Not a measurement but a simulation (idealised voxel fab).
Presented below is a process module, voxel gate over fins.
FYI the section here is cut, 235 nm wide, cells are 5 nm squares.
Cross-section spec: square-cell grid; bands listed top down; each band is one or more rows.
A band entry consists of two parts. The first gives the height of the band's top and the height of its bottom, in nm. The rest lists the band's materials from left to right, each with its width in nm. A single material labelled with the word "everywhere" fills the band from edge to edge, and the word "empty" marks empty space.
Note: height 0 marks the level under which the wafer is uniformly one material as received. Lowest band unbounded below, written "0..down".
When a width is written as two numbers, as in "30 to 40", the first number is the width in the top row of cells of the band and the second is the width in its bottom row, and the width changes by the same amount from each row to the next.
Key: "all unchanged" - step with no changed cell in the cross-section.
Each empty space that has no open way to the top and spans at least 8 cells appears under "Closed internal voids" as width x height at distance, the distance counted from the left edge, all in nm.
Formally, on a step line, whatever follows the settings is a remark that the simulator itself makes on the step.
What "overlay nm" on a step's line means: if the step has a mask, that mask lay this far to the right of its planned place, or, when the value is negative, to the left.
## Steps in the process plan
| 1 | RECEIVE | material Si |
| 2 | CONFORMAL_DEP | material SiN | thk nm 5 |
| 3 | MASKED_ETCH | tone cover | mask id FINS | width nm 15 | pitch nm 50 | etch materials SiN | depth nm 5 | overlay nm 0 |
| 4 | MASKED_ETCH | tone cover | mask id FINS | width nm 15 | pitch nm 50 | etch materials Si | depth nm 35 | overlay nm 0 |
| 5 | FILL_DEP | material SiO2 | thk nm 10 |
| 6 | CMP | height nm 5 |
| 7 | DIRECTIONAL_DEP | material aC | thk nm 10 |
| 8 | PATTERN | tone open | mask id RAIL | material resist | width nm 15 | thk nm 30 | overlay nm 0 |
| 9 | DIRECTIONAL_ETCH | etch materials aC | depth nm 10 |
| 10 | STRIP | etch materials resist |
| 11 | DIRECTIONAL_ETCH | etch materials SiO2 | depth nm 35 |
| 12 | STRIP | etch materials aC |
| 13 | CONFORMAL_DEP | material TiN | thk nm 5 |
| 14 | FILL_DEP | material W | thk nm 10 |
| 15 | CMP | height nm 5 |
| 16 | SELECTIVE_ETCH | etch materials W Ru TiN | depth nm 20 |
| 17 | FILL_DEP | material SiO2 | thk nm 5 |
| 18 | CMP | height nm 5 |
| 19 | SELECTIVE_ETCH | etch materials SiO2 | depth nm 15 |
| 20 | STRIP | etch materials SiN |
| 21 | CONFORMAL_DEP | material HfO2 | thk nm 5 |
| 22 | CONFORMAL_DEP | material TiN | thk nm 5 |
| 23 | CONFORMAL_DEP | material TiAl | thk nm 5 |
| 24 | CONFORMAL_DEP | material TiN | thk nm 5 |
| 25 | FILL_DEP | material W | thk nm 15 |
| 26 | CMP | height nm 30 |
| 27 | CONFORMAL_DEP | material SiCN | thk nm 10 |
## Cross-section of the wafer as it came to us, i.e., already through step 1
    0..down: Si everywhere
    Closed internal voids: none
## Figure: cross-sectional view of the wafer upon completion of the module, processed from the initial state and according to the plan depicted above, with one error introduced during execution
    40..30: SiCN everywhere
    30..20: W everywhere
    20..15: W 15 nm  TiN 205 nm  W 15 nm
    15..10: W 15 nm  TiN 5 nm  TiAl 45 nm  TiN 5 nm  TiAl 45 nm  TiN 5 nm  TiAl 45 nm  TiN 5 nm  TiAl 45 nm  TiN 5 nm  W 15 nm
    10..5: W 15 nm  TiN 5 nm  TiAl 5 nm  TiN 35 nm  TiAl 5 nm  TiN 5 nm  TiAl 5 nm  TiN 35 nm  TiAl 5 nm  TiN 5 nm  TiAl 5 nm  TiN 35 nm  TiAl 5 nm  TiN 5 nm  TiAl 5 nm  TiN 35 nm  TiAl 5 nm  TiN 5 nm  W 15 nm
    5..0: W 15 nm  TiN 5 nm  TiAl 5 nm  TiN 5 nm  HfO2 25 nm  TiN 5 nm  TiAl 5 nm  TiN 5 nm  TiAl 5 nm  TiN 5 nm  HfO2 25 nm  TiN 5 nm  TiAl 5 nm  TiN 5 nm  TiAl 5 nm  TiN 5 nm  HfO2 25 nm  TiN 5 nm  TiAl 5 nm  TiN 5 nm  TiAl 5 nm  TiN 5 nm  HfO2 25 nm  TiN 5 nm  TiAl 5 nm  TiN 5 nm  W 15 nm
    0..-5: W 15 nm  TiN 5 nm  TiAl 5 nm  TiN 5 nm  HfO2 5 nm  Si 15 nm  HfO2 5 nm  TiN 5 nm  TiAl 15 nm  TiN 5 nm  HfO2 5 nm  Si 15 nm  HfO2 5 nm  TiN 5 nm  TiAl 5 nm  TiN 5 nm  TiAl 5 nm  TiN 5 nm  HfO2 5 nm  Si 15 nm  HfO2 5 nm  TiN 5 nm  TiAl 5 nm  TiN 5 nm  TiAl 5 nm  TiN 5 nm  HfO2 5 nm  Si 15 nm  HfO2 5 nm  TiN 5 nm  TiAl 5 nm  TiN 5 nm  W 15 nm
    -5..-10: TiN 20 nm  TiAl 5 nm  TiN 5 nm  HfO2 5 nm  Si 15 nm  HfO2 5 nm  TiN 25 nm  HfO2 5 nm  Si 15 nm  HfO2 5 nm  TiN 5 nm  TiAl 5 nm  TiN 5 nm  TiAl 5 nm  TiN 5 nm  HfO2 5 nm  Si 15 nm  HfO2 5 nm  TiN 5 nm  TiAl 5 nm  TiN 5 nm  TiAl 5 nm  TiN 5 nm  HfO2 5 nm  Si 15 nm  HfO2 5 nm  TiN 5 nm  TiAl 5 nm  TiN 20 nm
    -10..-15: TiAl 25 nm  TiN 5 nm  HfO2 5 nm  Si 15 nm  HfO2 35 nm  Si 15 nm  HfO2 5 nm  TiN 5 nm  TiAl 15 nm  TiN 5 nm  HfO2 5 nm  Si 15 nm  HfO2 5 nm  TiN 5 nm  TiAl 15 nm  TiN 5 nm  HfO2 5 nm  Si 15 nm  HfO2 5 nm  TiN 5 nm  TiAl 25 nm
    -15..-20: TiN 30 nm  HfO2 5 nm  Si 15 nm  HfO2 10 nm  TiN 5 nm  W 5 nm  TiN 5 nm  HfO2 10 nm  Si 15 nm  HfO2 5 nm  TiN 25 nm  HfO2 5 nm  Si 15 nm  HfO2 5 nm  TiN 25 nm  HfO2 5 nm  Si 15 nm  HfO2 5 nm  TiN 30 nm
    -20..-25: HfO2 35 nm  Si 15 nm  HfO2 10 nm  TiN 5 nm  W 5 nm  TiN 5 nm  HfO2 10 nm  Si 15 nm  HfO2 35 nm  Si 15 nm  HfO2 35 nm  Si 15 nm  HfO2 35 nm
    -25..-30: SiO2 35 nm  Si 15 nm  SiO2 10 nm  TiN 15 nm  SiO2 10 nm  Si 15 nm  SiO2 35 nm  Si 15 nm  SiO2 35 nm  Si 15 nm  SiO2 35 nm
    -30..-35: SiO2 35 nm  Si 15 nm  SiO2 35 nm  Si 15 nm  SiO2 35 nm  Si 15 nm  SiO2 35 nm  Si 15 nm  SiO2 35 nm
    -35..down: Si everywhere
    Closed internal voids: none
Plan not followed: yeah, plan step 19 got run twice
